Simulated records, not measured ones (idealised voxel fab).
Process module name: voxel ribs on slabs
Cross-sectional view cut (width: 160 nm; square cell size: 5 nm).
Each cross-section below is a grid of square cells, stated as bands in top-down order, with one or more rows of cells making up each band.
It is stipulated that each band's entry specify, in nanometres, the height of the top of the band and then that of its bottom, followed by the materials of the band in left-to-right sequence, each together with its width in nanometres. A single material marked by the word "full width" is understood to fill the band from edge to edge; the word "blank" is understood to denote empty space.
The reference from which all heights are counted is 0, the level beneath which the as-received wafer is entirely one material; the lowest band, having no lower bound, proceeds downward and is written after the example "0 nm and below".
Think of "30..40" as a width that walks from the first number to the second as you go down the band, top row to bottom row, taking equal-sized steps from row to row.
When a step is marked "remained unchanged", none of the cells in the cross-section changed during that step.
In "Closed-off voids" the enclosed voids are listed, meaning empty spaces of 8 cells or larger without any opening to the top. The form is width x height at distance, distance from the left edge, units nm.
It should be noted that, on the line of a given step, the content following the step's settings is a remark produced by the simulator itself with respect to that step.
The "overlay nm" setting may appear on a step's line; for a step that uses a mask, it gives how far to the right of its planned position the mask lay, and a negative value indicates the left.

**Listed below are the process steps as planned**
1 op RECEIVE | material Si
2 op DIRECTIONAL_DEP | material SiO2 | thk nm 20
3 op DIRECTIONAL_DEP | material polySi | thk nm 25
4 op DIRECTIONAL_DEP | material aC | thk nm 10
5 op PATTERN | tone cover | mask id RIB | material resist | width nm 30 | thk nm 25 | overlay nm 0
6 op DIRECTIONAL_ETCH | etch materials aC | depth nm 10
7 op STRIP | etch materials resist
8 op DIRECTIONAL_ETCH | etch materials polySi | depth nm 5
9 op STRIP | etch materials aC
10 op DIRECTIONAL_DEP | material aC | thk nm 15
11 op PATTERN | tone cover | mask id SLAB | material resist | width nm 80 | thk nm 35 | overlay nm 0
12 op DIRECTIONAL_ETCH | etch materials aC | depth nm 15
13 op STRIP | etch materials resist
14 op DIRECTIONAL_ETCH | etch materials polySi | depth nm 20
15 op STRIP | etch materials aC
16 op FILL_DEP | material SiO2 | thk nm 20
17 op CMP | height nm 60
18 op DIRECTIONAL_DEP | material W | thk nm 10
19 op DIRECTIONAL_DEP | material aC | thk nm 15
20 op PATTERN | tone cover | mask id HEATER | material resist | width nm 40 | thk nm 30 | overlay nm 0
21 op DIRECTIONAL_ETCH | etch materials aC | depth nm 15
22 op STRIP | etch materials resist
23 op DIRECTIONAL_ETCH | etch materials W | depth nm 10
24 op STRIP | etch materials aC
25 op CONFORMAL_DEP | material SiO2 | thk nm 10

**Of two wafers, the first: run according to plan**

**Cross-section of the wafer at receipt, which is the condition after step 1**
> 0 nm and below: Si full width
> Closed-off voids: none

**Cross-section of the wafer subsequent to step 2**
> 20 nm to 0 nm: SiO2 full width
> Heights below 0 show no change.

**Cross-section of the wafer subsequent to step 3**
> 45 nm to 20 nm: polySi full width
> Heights below 20 show no change.

**Cross-section of the wafer subsequent to step 4**
> 55 nm to 45 nm: aC full width
> Heights below 45 show no change.

**Cross-section of the wafer subsequent to step 5**
> 80 nm to 55 nm: blank 65 nm, then resist 30 nm, then blank 65 nm
> Heights below 55 show no change.

**Cross-section of the wafer subsequent to step 6**
> 70 nm to 55 nm: blank 65 nm, then resist 30 nm, then blank 65 nm
> 55 nm to 45 nm: blank 65 nm, then aC 30 nm, then blank 65 nm
> Heights below 45 show no change.

**Cross-section of the wafer subsequent to step 7**
> 55 nm to 45 nm: blank 65 nm, then aC 30 nm, then blank 65 nm
> Heights below 45 show no change.

**Cross-section of the wafer subsequent to step 8**
> 55 nm to 45 nm: blank 65 nm, then aC 30 nm, then blank 65 nm
> 45 nm to 40 nm: blank 65 nm, then polySi 30 nm, then blank 65 nm
> Heights below 40 show no change.

**Cross-section of the wafer subsequent to step 9**
> 45 nm to 40 nm: blank 65 nm, then polySi 30 nm, then blank 65 nm
> Heights below 40 show no change.

**Cross-section of the wafer subsequent to step 10**
> 60 nm to 55 nm: blank 65 nm, then aC 30 nm, then blank 65 nm
> 55 nm to 45 nm: aC full width
> 45 nm to 40 nm: aC 65 nm, then polySi 30 nm, then aC 65 nm
> Heights below 40 show no change.

**Cross-section of the wafer subsequent to step 11**
> 95 nm to 60 nm: blank 40 nm, then resist 80 nm, then blank 40 nm
> 60 nm to 55 nm: blank 40 nm, then resist 25 nm, then aC 30 nm, then resist 25 nm, then blank 40 nm
> Heights below 55 show no change.

**Cross-section of the wafer subsequent to step 12**
> 80 nm to 60 nm: blank 40 nm, then resist 80 nm, then blank 40 nm
> 60 nm to 55 nm: blank 40 nm, then resist 25 nm, then aC 30 nm, then resist 25 nm, then blank 40 nm
> 55 nm to 45 nm: blank 40 nm, then aC 80 nm, then blank 40 nm
> 45 nm to 40 nm: blank 40 nm, then aC 25 nm, then polySi 30 nm, then aC 25 nm, then blank 40 nm
> Heights below 40 show no change.

**Cross-section of the wafer subsequent to step 13**
> 60 nm to 55 nm: blank 65 nm, then aC 30 nm, then blank 65 nm
> Heights below 55 show no change.

**Cross-section of the wafer subsequent to step 14**
> 60 nm to 55 nm: blank 65 nm, then aC 30 nm, then blank 65 nm
> 55 nm to 45 nm: blank 40 nm, then aC 80 nm, then blank 40 nm
> 45 nm to 40 nm: blank 40 nm, then aC 25 nm, then polySi 30 nm, then aC 25 nm, then blank 40 nm
> 40 nm to 20 nm: blank 40 nm, then polySi 80 nm, then blank 40 nm
> Heights below 20 show no change.

**Cross-section of the wafer subsequent to step 15**
> 45 nm to 40 nm: blank 65 nm, then polySi 30 nm, then blank 65 nm
> Heights below 40 show no change.

**Cross-section of the wafer subsequent to step 16**
> 65 nm to 45 nm: SiO2 full width
> 45 nm to 40 nm: SiO2 65 nm, then polySi 30 nm, then SiO2 65 nm
> 40 nm to 20 nm: SiO2 40 nm, then polySi 80 nm, then SiO2 40 nm
> Heights below 20 show no change.

**Cross-section of the wafer subsequent to step 17**
> 60 nm to 45 nm: SiO2 full width
> Heights below 45 show no change.

**Cross-section of the wafer subsequent to step 18**
> 70 nm to 60 nm: W full width
> Heights below 60 show no change.

**Cross-section of the wafer subsequent to step 19**
> 85 nm to 70 nm: aC full width
> Heights below 70 show no change.

**Cross-section of the wafer subsequent to step 20**
> 115 nm to 85 nm: blank 60 nm, then resist 40 nm, then blank 60 nm
> Heights below 85 show no change.

**Cross-section of the wafer subsequent to step 21**
> 100 nm to 85 nm: blank 60 nm, then resist 40 nm, then blank 60 nm
> 85 nm to 70 nm: blank 60 nm, then aC 40 nm, then blank 60 nm
> Heights below 70 show no change.

**Cross-section of the wafer subsequent to step 22**
> 85 nm to 70 nm: blank 60 nm, then aC 40 nm, then blank 60 nm
> Heights below 70 show no change.

**Cross-section of the wafer subsequent to step 23**
> 85 nm to 70 nm: blank 60 nm, then aC 40 nm, then blank 60 nm
> 70 nm to 60 nm: blank 60 nm, then W 40 nm, then blank 60 nm
> Heights below 60 show no change.

**Cross-section of the wafer subsequent to step 24**
> 70 nm to 60 nm: blank 60 nm, then W 40 nm, then blank 60 nm
> Heights below 60 show no change.

**Cross-section of the wafer subsequent to step 25**
> 80 nm to 70 nm: blank 50 nm, then SiO2 60 nm, then blank 50 nm
> 70 nm to 60 nm: SiO2 60 nm, then W 40 nm, then SiO2 60 nm
> Heights below 60 show no change.

**second wafer: like start, like plan, one mistake. Through step 19 it matches the first wafer**

**At the planned end of step 20, the second wafer in cross-section**
> 115 nm to 85 nm: blank 55 nm, then resist 50 nm, then blank 55 nm
> Heights below 85 show no change.

**At the planned end of step 21, the second wafer in cross-section**
> 100 nm to 85 nm: blank 55 nm, then resist 50 nm, then blank 55 nm
> 85 nm to 70 nm: blank 55 nm, then aC 50 nm, then blank 55 nm
> Heights below 70 show no change.

**At the planned end of step 22, the second wafer in cross-section**
> 85 nm to 70 nm: blank 55 nm, then aC 50 nm, then blank 55 nm
> Heights below 70 show no change.

**At the planned end of step 23, the second wafer in cross-section**
> 85 nm to 70 nm: blank 55 nm, then aC 50 nm, then blank 55 nm
> 70 nm to 60 nm: blank 55 nm, then W 50 nm, then blank 55 nm
> Heights below 60 show no change.

**At the planned end of step 24, the second wafer in cross-section**
> 70 nm to 60 nm: blank 55 nm, then W 50 nm, then blank 55 nm
> Heights below 60 show no change.

**At the planned end of step 25, the second wafer in cross-section**
> 80 nm to 70 nm: blank 45 nm, then SiO2 70 nm, then blank 45 nm
> 70 nm to 60 nm: SiO2 55 nm, then W 50 nm, then SiO2 55 nm
> Heights below 60 show no change.
Where did the run depart from the plan? step 20: run off-plan, actual operation and settings op PATTERN | tone cover | mask id HEATER | material resist | width nm 50 | thk nm 30 | overlay nm 0
Bottom line after processing is that, in cells, the second wafer is up or down on some materials versus the first: W: 4 more
